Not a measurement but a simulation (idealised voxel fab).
This is a process module. Its name is voxel wiring stack.
We display cut, a cross-section 160 nm in width whose square cells are each 5 nm.
In what follows, cross-sections appear as grids of square cells, described through bands that run from the top down, where every band is one or more rows of cells.
Basically the band line says how high the top is and how high the bottom is, in nm, and then what's in it from left to right, every material with its width in nm. Empty space shows up as "air", and if a single material carries "all across" it runs the full band edge to edge.
Below 0: as-received wafer, all one material; heights counted from there. Lowest band: no bottom, goes on down, written "from 0 down".
Graded width ("30..40"): value in top row of band = first number; value in bottom row = second number; row-to-row change constant.
Step note "left unchanged" = no cross-section cell changed.
The entry titled "Unvented voids" provides the empty spaces that have no open way to the top, restricted to those of 8 cells or more. Each is presented as width x height at distance, the distance being measured from the left edge, with all three in nm.
The remark found on a step's line after its settings is issued by the simulator itself and pertains to that step.
overlay nm: where the mask lay relative to plan, measured to the right, on steps with a mask; negatives go left.
THE FOLLOWING LIST GIVES THE PLANNED PROCESS STEPS
1: RECEIVE (material Si)
2: CONFORMAL_DEP (material SiO2; thk nm 10)
3: DIRECTIONAL_DEP (material TiN; thk nm 5)
4: DIRECTIONAL_DEP (material W; thk nm 15)
5: PATTERN (tone cover; mask id METAL_1; material resist; width nm 20; pitch nm 35; thk nm 15; overlay nm 0)
6: DIRECTIONAL_ETCH (etch materials W; depth nm 15)
7: DIRECTIONAL_ETCH (etch materials TiN; depth nm 5)
8: STRIP (etch materials resist)
9: CONFORMAL_DEP (material SiCN; thk nm 5)
10: FILL_DEP (material lowk; thk nm 5)
11: CMP (height nm 30)
12: CONFORMAL_DEP (material SiCN; thk nm 5)
13: DIRECTIONAL_DEP (material lowk; thk nm 35)
14: DIRECTIONAL_DEP (material aC; thk nm 10)
15: PATTERN (tone open; mask id METAL_2; material resist; width nm 20; pitch nm 35; thk nm 30; overlay nm 0)
16: DIRECTIONAL_ETCH (etch materials aC; depth nm 10)
17: STRIP (etch materials resist)
18: DIRECTIONAL_ETCH (etch materials lowk; depth nm 20)
19: STRIP (etch materials aC)
20: DIRECTIONAL_DEP (material aC; thk nm 10)
21: PATTERN (tone open; mask id METAL_2_HOLES; material resist; width nm 15; thk nm 30; overlay nm 0)
22: DIRECTIONAL_ETCH (etch materials aC; depth nm 10)
23: STRIP (etch materials resist)
24: DIRECTIONAL_ETCH (etch materials lowk; depth nm 15)
25: DIRECTIONAL_ETCH (etch materials SiCN; depth nm 5)
26: STRIP (etch materials aC)
27: CONFORMAL_DEP (material TiN; thk nm 5)
28: FILL_DEP (material Cu; thk nm 10)
29: CMP (height nm 70)
30: CONFORMAL_DEP (material SiCN; thk nm 5)
31: DIRECTIONAL_DEP (material SiO2; thk nm 25)
32: DIRECTIONAL_DEP (material aC; thk nm 10)
33: PATTERN (tone open; mask id METAL_3_HOLES; material resist; width nm 15; pitch nm 35; thk nm 30; overlay nm 0)
34: DIRECTIONAL_ETCH (etch materials aC; depth nm 10)
35: STRIP (etch materials resist)
36: DIRECTIONAL_ETCH (etch materials SiO2; depth nm 25)
37: STRIP (etch materials aC)
38: PATTERN (tone open; mask id METAL_3; material resist; width nm 20; pitch nm 35; thk nm 15; overlay nm 0)
39: DIRECTIONAL_ETCH (etch materials SiO2; depth nm 15)
40: DIRECTIONAL_ETCH (etch materials SiCN; depth nm 5)
41: STRIP (etch materials resist)
42: CONFORMAL_DEP (material TiN; thk nm 5)
43: FILL_DEP (material Ru; thk nm 5)
44: CMP (height nm 100)
45: CONFORMAL_DEP (material SiCN; thk nm 5)
CROSS-SECTION: WAFER ON ARRIVAL = AFTER STEP 1
> from 0 down = Si all across
> Unvented voids: none
SAME STARTING WAFER, SAME PLAN AS ABOVE, ONE MISTAKE IN THE EXECUTION; THIS IS THE CROSS-SECTION AT THE END OF THE MODULE
> from 105 to 100 = SiCN all across
> from 100 to 90 = 50 nm SiO2, then 5 nm TiN, then 10 nm Ru, then 5 nm TiN, then 15 nm SiO2, then 5 nm TiN, then 10 nm Ru, then 5 nm TiN, then 55 nm SiO2
> from 90 to 85 = 50 nm SiO2, then 5 nm TiN, then 5 nm Ru, then 10 nm TiN, then 15 nm SiO2, then 5 nm TiN, then 5 nm Ru, then 10 nm TiN, then 55 nm SiO2
> from 85 to 75 = 50 nm SiO2, then 5 nm TiN, then 5 nm Ru, then 5 nm TiN, then 20 nm SiO2, then 5 nm TiN, then 5 nm Ru, then 5 nm TiN, then 60 nm SiO2
> from 75 to 70 = 50 nm SiCN, then 15 nm TiN, then 20 nm SiCN, then 15 nm TiN, then 60 nm SiCN
> from 70 to 60 = Cu all across
> from 60 to 55 = 55 nm TiN, then 10 nm Cu, then 25 nm TiN, then 10 nm Cu, then 60 nm TiN
> from 55 to 50 = 50 nm lowk, then 20 nm TiN, then 15 nm lowk, then 5 nm TiN, then 10 nm Cu, then 5 nm TiN, then 55 nm lowk
> from 50 to 35 = 65 nm lowk, then 5 nm TiN, then 15 nm lowk, then 5 nm TiN, then 10 nm Cu, then 5 nm TiN, then 55 nm lowk
> from 35 to 30 = 65 nm SiCN, then 5 nm TiN, then 15 nm SiCN, then 20 nm TiN, then 55 nm SiCN
> from 30 to 15 = 45 nm lowk, then 5 nm SiCN, then 20 nm W, then 5 nm SiCN, then 5 nm lowk, then 5 nm SiCN, then 20 nm W, then 5 nm SiCN, then 50 nm lowk
> from 15 to 10 = 50 nm SiCN, then 20 nm TiN, then 15 nm SiCN, then 20 nm TiN, then 55 nm SiCN
> from 10 to 0 = SiO2 all across
> from 0 down = Si all across
> Unvented voids: none
The plan and the run diverged here: planned and actual differ for step 21; actual: PATTERN (tone cover; mask id METAL_2_HOLES; material resist; width nm 15; thk nm 30; overlay nm 0)
